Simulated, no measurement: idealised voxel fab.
The following is a process module called voxel capacitor over wiring.
Xsec cut, 255 nm wide, square cell size 5 nm.
In what follows, cross-sections appear as grids of square cells, described through bands that run from the top down, where every band is one or more rows of cells. Look at the band entry: it leads with the top's height and the bottom's height in nm. Then it lists the materials left to right, with a width in nm for each. The word "all across" on a single material says that material fills the band edge to edge. The word "blank" is empty space. Note: height 0 marks the level under which the wafer is uniformly one material as received. Lowest band unbounded below, written "0 and below". Think of "30..40" as a width that walks from the first number to the second as you go down the band, top row to bottom row, taking equal-sized steps from row to row. Any step labelled "nothing got changed" changed none of the cells in the cross-section. Voids not open to the top, 8 cells minimum: see "Enclosed internal voids". Written width x height at distance; distance is from the left edge; nm. Note: text after step settings on the step line = simulator remark on that step. The optional step-line setting "overlay nm" applies to steps with a mask and quantifies how far to the right of its planned location the mask lay, a negative value indicating leftward placement.

The steps planned for the process are as follows:
1) RECEIVE (material Si)
2) CONFORMAL_DEP (material SiO2; thk nm 10)
3) CONFORMAL_DEP (material SiCN; thk nm 5)
4) DIRECTIONAL_DEP (material lowk; thk nm 20)
5) DIRECTIONAL_DEP (material aC; thk nm 10)
6) PATTERN (tone open; mask id METAL_1; material resist; width nm 20; pitch nm 80; thk nm 25; overlay nm 0)
7) DIRECTIONAL_ETCH (etch materials aC; depth nm 10)
8) STRIP (etch materials resist)
9) DIRECTIONAL_ETCH (etch materials lowk; depth nm 20)
10) DIRECTIONAL_ETCH (etch materials SiCN; depth nm 5)
11) STRIP (etch materials aC)
12) CONFORMAL_DEP (material TiN; thk nm 5)
13) FILL_DEP (material Cu; thk nm 5)
14) CMP (height nm 35)
15) CONFORMAL_DEP (material SiCN; thk nm 5)
16) DIRECTIONAL_DEP (material lowk; thk nm 10)
17) MASKED_ETCH (tone open; mask id PLUG_1; width nm 15; etch materials lowk; depth nm 10; overlay nm 0)
18) MASKED_ETCH (tone open; mask id PLUG_1; width nm 15; etch materials SiCN; depth nm 5; overlay nm 0)
19) EPI (material Ru; thk nm 10)
20) EPI (material Ru; thk nm 5)
21) DIRECTIONAL_DEP (material TiN; thk nm 10)
22) DIRECTIONAL_DEP (material Al2O3; thk nm 5)
23) DIRECTIONAL_DEP (material TiN; thk nm 10)
24) PATTERN (tone cover; mask id UPPER_PLATE; material resist; width nm 55; thk nm 20; overlay nm 0)
25) DIRECTIONAL_ETCH (etch materials TiN; depth nm 10)
26) DIRECTIONAL_ETCH (etch materials Al2O3; depth nm 5)
27) STRIP (etch materials resist)
28) MASKED_ETCH (tone cover; mask id LOWER_PLATE; width nm 65; etch materials TiN; depth nm 10; overlay nm 0)
29) FILL_DEP (material SiO2; thk nm 15)
30) CMP (height nm 85)
31) MASKED_ETCH (tone open; mask id PLUG_2; width nm 15; etch materials SiO2; depth nm 10; overlay nm 0)
32) CONFORMAL_DEP (material TiN; thk nm 5)
33) FILL_DEP (material Ru; thk nm 5)
34) CMP (height nm 85)
35) CONFORMAL_DEP (material SiN; thk nm 5)
varied across the wafers: width nm of step 6. The plan shows the first wafer's value. All wafers start alike

The first of several wafers in cross-section, exactly as it reached us after step 1:
- 0 and below: Si all across
- Enclosed internal voids: none

The first of several wafers, seen in cross-section after the module's last step, step 35:
- 90 down to 85: SiN all across
- 85 down to 80: 95 nm SiO2, then 5 nm TiN, then 5 nm Ru, then 5 nm TiN, then 145 nm SiO2
- 80 down to 75: 95 nm SiO2, then 15 nm TiN, then 145 nm SiO2
- 75 down to 65: 85 nm SiO2, then 55 nm TiN, then 115 nm SiO2
- 65 down to 60: 85 nm SiO2, then 55 nm Al2O3, then 115 nm SiO2
- 60 down to 50: 80 nm SiO2, then 65 nm TiN, then 110 nm SiO2
- 50 down to 40: 85 nm lowk, then 15 nm Ru, then 155 nm lowk
- 40 down to 35: 85 nm SiCN, then 15 nm Ru, then 155 nm SiCN
- 35 down to 15: 75 nm lowk, then 5 nm TiN, then 10 nm Cu, then 5 nm TiN, then 60 nm lowk, then 5 nm TiN, then 10 nm Cu, then 5 nm TiN, then 80 nm lowk
- 15 down to 10: 75 nm SiCN, then 20 nm TiN, then 60 nm SiCN, then 20 nm TiN, then 80 nm SiCN
- 10 down to 0: SiO2 all across
- 0 and below: Si all across
- Enclosed internal voids: none

Cross-sectional depiction of the last of several wafers upon completion of the module:
- 90 down to 85: SiN all across
- 85 down to 80: 95 nm SiO2, then 5 nm TiN, then 5 nm Ru, then 5 nm TiN, then 145 nm SiO2
- 80 down to 75: 95 nm SiO2, then 15 nm TiN, then 145 nm SiO2
- 75 down to 65: 85 nm SiO2, then 55 nm TiN, then 115 nm SiO2
- 65 down to 60: 85 nm SiO2, then 55 nm Al2O3, then 115 nm SiO2
- 60 down to 50: 80 nm SiO2, then 65 nm TiN, then 110 nm SiO2
- 50 down to 40: 85 nm lowk, then 15 nm Ru, then 155 nm lowk
- 40 down to 35: 85 nm SiCN, then 15 nm Ru, then 155 nm SiCN
- 35 down to 15: 65 nm lowk, then 5 nm TiN, then 35 nm Cu, then 5 nm TiN, then 35 nm lowk, then 5 nm TiN, then 35 nm Cu, then 5 nm TiN, then 65 nm lowk
- 15 down to 10: 65 nm SiCN, then 45 nm TiN, then 35 nm SiCN, then 45 nm TiN, then 65 nm SiCN
- 10 down to 0: SiO2 all across
- 0 and below: Si all across
- Enclosed internal voids: none

Below, a row for every wafer. Read it as the end-of-module picture: for each material the wafer shows its cells gained (+) or lost (-) since it was received, and then its closed voids:
width nm 20; +11 Al2O3; +16 Cu; +10 Ru; +91 SiCN; +51 SiN; +394 SiO2; +77 TiN; +268 lowk; Enclosed internal voids: none
width nm 25; +11 Al2O3; +24 Cu; +10 Ru; +89 SiCN; +51 SiN; +394 SiO2; +79 TiN; +260 lowk; Enclosed internal voids: none
width nm 30; +11 Al2O3; +32 Cu; +10 Ru; +87 SiCN; +51 SiN; +394 SiO2; +81 TiN; +252 lowk; Enclosed internal voids: none
width nm 35; +11 Al2O3; +40 Cu; +10 Ru; +85 SiCN; +51 SiN; +394 SiO2; +83 TiN; +244 lowk; Enclosed internal voids: none
width nm 40; +11 Al2O3; +48 Cu; +10 Ru; +83 SiCN; +51 SiN; +394 SiO2; +85 TiN; +236 lowk; Enclosed internal voids: none
width nm 45; +11 Al2O3; +56 Cu; +10 Ru; +81 SiCN; +51 SiN; +394 SiO2; +87 TiN; +228 lowk; Enclosed internal voids: none
